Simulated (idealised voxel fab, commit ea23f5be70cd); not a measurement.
The process module that follows is named voxel wiring stack.
Cross-sectional view cut (width: 250 nm; square cell size: 5 nm).
Just so we're on the same page, the cross-sections are grids of square cells, and they're listed out in bands top to bottom, each band one or more rows deep.
In this notation a band is specified by the heights of its top and bottom, in that order and in nm, after which its materials appear from left to right, each paired with its width in nm. The word "edge to edge" attached to a single material means that material fills the band from edge to edge; the word "empty" stands for empty space.
Heights are measured from 0, the level below which the as-received wafer is all one material; the lowest band has no bottom and continues downward, written as in "0..down".
With a width like "30->40", each row of cells in the band differs from the next by the same amount, the top row carrying the first number and the bottom row the second.
Given "nothing different" for a step, no cell of the cross-section differs between before and after that step.
"Enclosed voids": empty spaces of 8 cells or more with no open way to the top, each given as width x height at distance, distance from the left edge, all in nm.
Post-settings text on a step line: simulator's own remark regarding the step.
Among the settings permitted on a step's line is "overlay nm"; applied to a step with a mask, it specifies the extent to which the mask lay to the right of its planned position, whereas a negative figure signifies a position to the left.

# Intended process steps
| 1 | RECEIVE [material Si] |
| 2 | CONFORMAL_DEP [material SiO2] [thk nm 10] |
| 3 | CONFORMAL_DEP [material SiCN] [thk nm 5] |
| 4 | DIRECTIONAL_DEP [material lowk] [thk nm 15] |
| 5 | DIRECTIONAL_DEP [material aC] [thk nm 15] |
| 6 | PATTERN [tone open] [mask id METAL_1] [material resist] [width nm 20] [pitch nm 40] [thk nm 35] [overlay nm 0] |
| 7 | DIRECTIONAL_ETCH [etch materials aC] [depth nm 15] |
| 8 | STRIP [etch materials resist] |
| 9 | DIRECTIONAL_ETCH [etch materials lowk] [depth nm 15] |
| 10 | DIRECTIONAL_ETCH [etch materials SiCN] [depth nm 5] |
| 11 | STRIP [etch materials aC] |
| 12 | CONFORMAL_DEP [material TiN] [thk nm 5] |
| 13 | FILL_DEP [material W] [thk nm 5] |
| 14 | CMP [height nm 30] |
| 15 | CONFORMAL_DEP [material SiCN] [thk nm 5] |
| 16 | DIRECTIONAL_DEP [material SiO2] [thk nm 10] |
| 17 | DIRECTIONAL_DEP [material aC] [thk nm 10] |
| 18 | PATTERN [tone open] [mask id PLUG_1] [material resist] [width nm 15] [pitch nm 40] [thk nm 30] [overlay nm 0] |
| 19 | DIRECTIONAL_ETCH [etch materials aC] [depth nm 10] |
| 20 | STRIP [etch materials resist] |
| 21 | DIRECTIONAL_ETCH [etch materials SiO2] [depth nm 10] |
| 22 | DIRECTIONAL_ETCH [etch materials SiCN] [depth nm 5] |
| 23 | STRIP [etch materials aC] |
| 24 | CONFORMAL_DEP [material TiN] [thk nm 5] |
| 25 | FILL_DEP [material Cu] [thk nm 10] |
| 26 | CMP [height nm 45] |
| 27 | CONFORMAL_DEP [material SiCN] [thk nm 5] |
| 28 | DIRECTIONAL_DEP [material SiO2] [thk nm 15] |
| 29 | DIRECTIONAL_DEP [material aC] [thk nm 15] |
| 30 | PATTERN [tone open] [mask id METAL_2] [material resist] [width nm 20] [pitch nm 40] [thk nm 35] [overlay nm 0] |
| 31 | DIRECTIONAL_ETCH [etch materials aC] [depth nm 15] |
| 32 | STRIP [etch materials resist] |
| 33 | DIRECTIONAL_ETCH [etch materials SiO2] [depth nm 15] |
| 34 | DIRECTIONAL_ETCH [etch materials SiCN] [depth nm 5] |
| 35 | STRIP [etch materials aC] |
| 36 | CONFORMAL_DEP [material TiN] [thk nm 5] |
| 37 | FILL_DEP [material Ru] [thk nm 5] |
| 38 | CMP [height nm 65] |
| 39 | CONFORMAL_DEP [material SiCN] [thk nm 5] |
| 40 | DIRECTIONAL_DEP [material lowk] [thk nm 35] |
| 41 | DIRECTIONAL_DEP [material aC] [thk nm 10] |
| 42 | PATTERN [tone open] [mask id METAL_3_HOLES] [material resist] [width nm 15] [pitch nm 40] [thk nm 25] [overlay nm 0] |
| 43 | DIRECTIONAL_ETCH [etch materials aC] [depth nm 10] |
| 44 | STRIP [etch materials resist] |
| 45 | DIRECTIONAL_ETCH [etch materials lowk] [depth nm 35] |
| 46 | STRIP [etch materials aC] |
| 47 | PATTERN [tone open] [mask id METAL_3] [material resist] [width nm 20] [pitch nm 40] [thk nm 20] [overlay nm 0] |
| 48 | DIRECTIONAL_ETCH [etch materials lowk] [depth nm 20] |
| 49 | DIRECTIONAL_ETCH [etch materials SiCN] [depth nm 5] |
| 50 | STRIP [etch materials resist] |
| 51 | CONFORMAL_DEP [material TiN] [thk nm 5] |
| 52 | FILL_DEP [material Cu] [thk nm 5] |
| 53 | CMP [height nm 105] |
| 54 | CONFORMAL_DEP [material SiN] [thk nm 5] |

# Received-state cross-section, reflecting completion of step 1
- 0..down  Si edge to edge
- Enclosed voids: none

# What the wafer looks like in cross-section after this module, when it starts as shown above and follows the plan above but one mistake is made in running it
- 110..105  SiN edge to edge
- 105..90  lowk=75, then TiN=5, then Cu=10, then TiN=5, then lowk=20, then TiN=5, then Cu=10, then TiN=5, then lowk=20, then TiN=5, then Cu=10, then TiN=5, then lowk=75
- 90..85  lowk=75, then TiN=5, then Cu=5, then TiN=10, then lowk=20, then TiN=5, then Cu=5, then TiN=10, then lowk=20, then TiN=5, then Cu=5, then TiN=10, then lowk=75
- 85..70  lowk=75, then TiN=5, then Cu=5, then TiN=5, then lowk=25, then TiN=5, then Cu=5, then TiN=5, then lowk=25, then TiN=5, then Cu=5, then TiN=5, then lowk=80
- 70..65  SiCN=75, then TiN=15, then SiCN=25, then TiN=15, then SiCN=25, then TiN=15, then SiCN=80
- 65..50  SiO2=75, then TiN=5, then Ru=10, then TiN=5, then SiO2=20, then TiN=5, then Ru=10, then TiN=5, then SiO2=20, then TiN=5, then Ru=10, then TiN=5, then SiO2=75
- 50..45  SiCN=75, then TiN=20, then SiCN=20, then TiN=20, then SiCN=20, then TiN=20, then SiCN=75
- 45..35  SiO2=80, then TiN=5, then Cu=5, then TiN=5, then SiO2=25, then TiN=5, then Cu=5, then TiN=5, then SiO2=25, then TiN=5, then Cu=5, then TiN=5, then SiO2=75
- 35..30  SiCN=80, then TiN=15, then SiCN=25, then TiN=15, then SiCN=25, then TiN=15, then SiCN=75
- 30..15  lowk=75, then TiN=5, then W=10, then TiN=5, then lowk=20, then TiN=5, then W=10, then TiN=5, then lowk=20, then TiN=5, then W=10, then TiN=5, then lowk=75
- 15..10  SiCN=75, then TiN=20, then SiCN=20, then TiN=20, then SiCN=20, then TiN=20, then SiCN=75
- 10..0  SiO2 edge to edge
- 0..down  Si edge to edge
- Enclosed voids: none
What was the processing mistake? so step 18 ended up running with a different setting than we planned, it ran as PATTERN [tone open] [mask id PLUG_1] [material resist] [width nm 15] [pitch nm 40] [thk nm 30] [overlay nm 5]
